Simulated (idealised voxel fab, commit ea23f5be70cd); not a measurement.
Presented below is a process module, voxel capacitor over wiring.
Square cells of 5 nm make up the cross-section cut, whose width is 260 nm.
Cross-section, as written here: a square-cell grid given band by band from the top down, where a band holds one or more rows of cells. Heights first: top, then bottom, in nm. Then materials, left to right, each with a width in nm. "all across" on a single material: fills the band edge to edge. "air": empty space. The level at which height equals 0 is the one under which the wafer, as it arrives, is entirely one material. No lower edge exists for the bottom band, which continues downward and is notated as in "z 0 and below". The notation "30 to 40" denotes a width that varies across the rows of cells in the band, beginning at the first number in the top row, finishing at the second number in the bottom row, and changing by an identical amount from each row to the next. It should be understood that the words "nothing changed", when stated for a given step, signify that the cross-section underwent no change in any of its cells during that step. "Listed closed voids" contains a list of empty spaces, each no smaller than 8 cells and without an open way to the top, written in the form width x height at distance with the distance from the left edge and all three in nm. On each step's line, the part that comes after the settings is the simulator's own comment on the step. The setting "overlay nm" may be written on the line of a step. When the step uses a mask, the value reports how far to the right of the planned place the mask lay, and a negative value reports that it lay to the left.

## Steps planned for the process
| 1 | RECEIVE (material Si) |
| 2 | CONFORMAL_DEP (material SiO2; thk nm 15) |
| 3 | DIRECTIONAL_DEP (material TiN; thk nm 5) |
| 4 | DIRECTIONAL_DEP (material W; thk nm 25) |
| 5 | DIRECTIONAL_DEP (material aC; thk nm 10) |
| 6 | PATTERN (tone cover; mask id METAL_1; material resist; width nm 20; pitch nm 85; thk nm 25; overlay nm 0) |
| 7 | DIRECTIONAL_ETCH (etch materials aC; depth nm 10) |
| 8 | STRIP (etch materials resist) |
| 9 | DIRECTIONAL_ETCH (etch materials W; depth nm 25) |
| 10 | DIRECTIONAL_ETCH (etch materials TiN; depth nm 5) |
| 11 | STRIP (etch materials aC) |
| 12 | CONFORMAL_DEP (material SiN; thk nm 5) |
| 13 | FILL_DEP (material SiO2; thk nm 5) |
| 14 | CMP (height nm 45) |
| 15 | CONFORMAL_DEP (material SiCN; thk nm 5) |
| 16 | DIRECTIONAL_DEP (material lowk; thk nm 10) |
| 17 | MASKED_ETCH (tone open; mask id PLUG_1; width nm 15; etch materials lowk; depth nm 10; overlay nm 0) |
| 18 | MASKED_ETCH (tone open; mask id PLUG_1; width nm 15; etch materials SiCN; depth nm 5; overlay nm 0) |
| 19 | CONFORMAL_DEP (material TiN; thk nm 5) |
| 20 | FILL_DEP (material Cu; thk nm 10) |
| 21 | CMP (height nm 60) |
| 22 | DIRECTIONAL_DEP (material TiN; thk nm 10) |
| 23 | DIRECTIONAL_DEP (material HfO2; thk nm 5) |
| 24 | DIRECTIONAL_DEP (material TiN; thk nm 5) |
| 25 | DIRECTIONAL_DEP (material aC; thk nm 15) |
| 26 | PATTERN (tone cover; mask id UPPER_PLATE; material resist; width nm 70; thk nm 35; overlay nm 0) |
| 27 | DIRECTIONAL_ETCH (etch materials aC; depth nm 15) |
| 28 | STRIP (etch materials resist) |
| 29 | DIRECTIONAL_ETCH (etch materials TiN; depth nm 5) |
| 30 | DIRECTIONAL_ETCH (etch materials HfO2; depth nm 5) |
| 31 | STRIP (etch materials aC) |
| 32 | MASKED_ETCH (tone cover; mask id LOWER_PLATE; width nm 80; etch materials TiN; depth nm 10; overlay nm 0) |
| 33 | FILL_DEP (material SiO2; thk nm 20) |
| 34 | CMP (height nm 95) |
| 35 | PATTERN (tone open; mask id PLUG_2; material resist; width nm 15; thk nm 15; overlay nm 0) |
| 36 | DIRECTIONAL_ETCH (etch materials SiO2; depth nm 15) |
| 37 | STRIP (etch materials resist) |
| 38 | CONFORMAL_DEP (material TiN; thk nm 5) |
| 39 | FILL_DEP (material Cu; thk nm 5) |
| 40 | CMP (height nm 95) |
| 41 | CONFORMAL_DEP (material SiN; thk nm 5) |

## Delivered wafer in cross-section: state after step 1
* z 0 and below  Si all across
* Listed closed voids: none

## Cross-sectional view of the first of the two wafers upon completion of the module, processed in accordance with the plan
* z 100 to 95  SiN all across
* z 95 to 85  SiO2 90; TiN 5; Cu 5; TiN 5; SiO2 155
* z 85 to 75  SiO2 90 to 80; TiN 15 to 70; SiO2 155 to 110
* z 75 to 70  SiO2 80; HfO2 70; SiO2 110
* z 70 to 60  SiO2 75; TiN 80; SiO2 105
* z 60 to 50  lowk 80; TiN 5; Cu 5; TiN 5; lowk 165
* z 50 to 45  SiCN 80; TiN 15; SiCN 165
* z 45 to 20  SiO2 70; SiN 5; W 20; SiN 5; SiO2 55; SiN 5; W 20; SiN 5; SiO2 75
* z 20 to 15  SiN 75; TiN 20; SiN 65; TiN 20; SiN 80
* z 15 to 0  SiO2 all across
* z 0 and below  Si all across
* Listed closed voids: none

## End-of-module cross-section of the second wafer: identical starting point and process plan to the first, with one processing mistake
* z 100 to 95  SiN all across
* z 95 to 85  SiO2 90; TiN 5; Cu 5; TiN 5; SiO2 155
* z 85 to 75  SiO2 90 to 80; TiN 15 to 70; SiO2 155 to 110
* z 75 to 70  SiO2 80; HfO2 70; SiO2 110
* z 70 to 60  SiO2 75; TiN 80; SiO2 105
* z 60 to 50  lowk 80; TiN 5; Cu 5; TiN 5; lowk 165
* z 50 to 45  SiCN 80; TiN 15; SiCN 165
* z 45 to 35  SiO2 70; SiN 5; W 20; SiN 5; SiO2 55; SiN 5; W 20; SiN 5; SiO2 75
* z 35 to 30  SiN 75; TiN 20; SiN 65; TiN 20; SiN 80
* z 30 to 0  SiO2 all across
* z 0 and below  Si all across
* Listed closed voids: none
So what did we get wrong on this run? it should be noted that step 2 of the plan was executed twice
Final wafer comparison in cells, second versus first, more or fewer per material: 12 fewer of SiN | 36 more of SiO2 | 24 fewer of W
